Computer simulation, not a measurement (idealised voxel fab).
The name of this process module is voxel fin reveal.
We display cut, a cross-section 270 nm in width whose square cells are each 5 nm.
Square cells in a grid make up a cross-section in this document, and the grid is given as bands, listed from the top down, each one or more rows of cells.
The entry gives the band's vertical extent as a top height and a bottom height in nm, then its horizontal make-up as materials from left to right, each with a width in nm. "blank" stands for empty space; a single material marked "everywhere" fills the band edge to edge.
We count height from 0. Below that, the starting wafer is all one material. The lowest band never ends at the bottom but goes on down; see "0..down" for how that is written.
Read "30 to 40" as a graded width: first number on top, second number at the bottom, same change between each pair of neighbouring rows.
A step reported as "nothing different" is a step in which no cell of the cross-section changed.
Voids not open to the top, 8 cells minimum: see "Completely sealed voids". Written width x height at distance; distance is from the left edge; nm.
Anything after a step's settings on that line? It's the simulator's own note about the step.
overlay nm: mask offset rightward from planned place, masked step; negative means leftward offset.
### These are the steps we planned for the process
1: RECEIVE: material Si
2: CONFORMAL_DEP: material SiN, thk nm 10
3: PATTERN: tone cover, mask id FINS, material resist, width nm 15, pitch nm 45, thk nm 20, overlay nm -15
4: DIRECTIONAL_ETCH: etch materials SiN, depth nm 10
5: DIRECTIONAL_ETCH: etch materials Si, depth nm 40
6: STRIP: etch materials resist
7: OXIDIZE: depth nm 5
8: FILL_DEP: material SiO2, thk nm 15
9: CMP: height nm 10
10: SELECTIVE_ETCH: etch materials SiO2, depth nm 40
11: STRIP: etch materials SiN
12: CONFORMAL_DEP: material SiO2, thk nm 5
Keep in mind the plan's value for the overlay nm of step 3 comes from the first wafer; the wafers don't share that setting, but they do share the same starting point.
### Cross-section, first of several wafers, as delivered after step 1
- 0..down | Si everywhere
- Completely sealed voids: none
### First wafer of several, cross-section, module end, after step 12 (last)
- 5..0 | 90 nm blank | 15 nm SiO2 | 30 nm blank | 15 nm SiO2 | 120 nm blank
- 0..-25 | 90 nm blank | 5 nm SiO2 | 5 nm Si | 5 nm SiO2 | 30 nm blank | 5 nm SiO2 | 5 nm Si | 5 nm SiO2 | 120 nm blank
- -25..-45 | 95 nm SiO2 | 5 nm Si | 40 nm SiO2 | 5 nm Si | 125 nm SiO2
- -45..down | Si everywhere
- Completely sealed voids: none
### Last wafer x-sec, end of module
- 5..0 | 120 nm blank | 15 nm SiO2 | 30 nm blank | 15 nm SiO2 | 90 nm blank
- 0..-25 | 120 nm blank | 5 nm SiO2 | 5 nm Si | 5 nm SiO2 | 30 nm blank | 5 nm SiO2 | 5 nm Si | 5 nm SiO2 | 90 nm blank
- -25..-45 | 125 nm SiO2 | 5 nm Si | 40 nm SiO2 | 5 nm Si | 95 nm SiO2
- -45..down | Si everywhere
- Completely sealed voids: none
### Gained (+) or lost (-) cells of each material since receipt, then closed voids: one row per wafer, at the end of the module
overlay nm -15; -468 Si; +234 SiO2; Completely sealed voids: none
overlay nm -10; -468 Si; +234 SiO2; Completely sealed voids: none
overlay nm -5; -468 Si; +234 SiO2; Completely sealed voids: none
overlay nm 0; -468 Si; +234 SiO2; Completely sealed voids: none
overlay nm 5; -468 Si; +234 SiO2; Completely sealed voids: none
overlay nm 10; -468 Si; +234 SiO2; Completely sealed voids: none
overlay nm 15; -468 Si; +234 SiO2; Completely sealed voids: none
